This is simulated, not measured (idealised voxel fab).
Process module, titled voxel ribs on slabs
FYI the section here is cut, 295 nm wide, cells are 5 nm squares.
Throughout this document, each cross-section is represented as a grid of square cells and is presented as a sequence of bands enumerated from the top downward, where a band comprises one or more rows of cells. Look at the band entry: it leads with the top's height and the bottom's height in nm. Then it lists the materials left to right, with a width in nm for each. The word "all across" on a single material says that material fills the band edge to edge. The word "air" is empty space. For the purposes of this specification, 0 denotes the height below which the wafer in its as-received condition is composed wholly of one material, and the lowermost band, lacking a lower limit, extends downward without end, as expressed in "0 -> down". So if you see something like "30..40" for the width, read it as the top row of the band sitting at the first number and the bottom row at the second, with every row in between moving by the same amount as the last. Key: "nothing different" - step with no changed cell in the cross-section. Empty spaces without an open route to the top, at least 8 cells in extent, make up the entry "Enclosed void catalog"; each is given as width x height at distance, where the distance is measured from the left edge, and all are in nm. What comes after the settings on a step's line is commentary from the simulator itself on that step. "overlay nm" denotes, for a step that has a mask, the displacement of the mask to the right of its planned place, with negative values corresponding to the left.

## The following list gives the planned process steps
step 1: RECEIVE,material Si
step 2: DIRECTIONAL_DEP,material SiO2,thk nm 30
step 3: DIRECTIONAL_DEP,material SiN,thk nm 25
step 4: DIRECTIONAL_DEP,material aC,thk nm 15
step 5: PATTERN,tone cover,mask id RIB,material resist,width nm 15,thk nm 30,overlay nm 0
step 6: DIRECTIONAL_ETCH,etch materials aC,depth nm 15
step 7: STRIP,etch materials resist
step 8: DIRECTIONAL_ETCH,etch materials SiN,depth nm 20
step 9: STRIP,etch materials aC
step 10: MASKED_ETCH,tone cover,mask id SLAB,width nm 55,etch materials SiN,depth nm 5,overlay nm 0
step 11: FILL_DEP,material SiO2,thk nm 30
step 12: CMP,height nm 75
step 13: DIRECTIONAL_DEP,material W,thk nm 5
step 14: DIRECTIONAL_DEP,material aC,thk nm 15
step 15: PATTERN,tone cover,mask id HEATER,material resist,width nm 25,thk nm 30,overlay nm 0
step 16: DIRECTIONAL_ETCH,etch materials aC,depth nm 15
step 17: STRIP,etch materials resist
step 18: DIRECTIONAL_ETCH,etch materials W,depth nm 5
step 19: STRIP,etch materials aC
step 20: CONFORMAL_DEP,material SiN,thk nm 5

## Cross-section of the wafer upon arrival, representing the state reached after step 1
    0 -> down: Si all across
    Enclosed void catalog: none

## Result of the module, cross-sectioned: start per above, plan per above, one error in how it was run
    85 -> 80: air=130  SiN=35  air=130
    80 -> 75: SiN=135  W=25  SiN=135
    75 -> 65: SiO2=140  SiN=15  SiO2=140
    65 -> 60: SiO2=120  SiN=55  SiO2=120
    60 -> 0: SiO2 all across
    0 -> down: Si all across
    Enclosed void catalog: none
Which mistake was made when the wafer was run? step 2, plan: ran twice
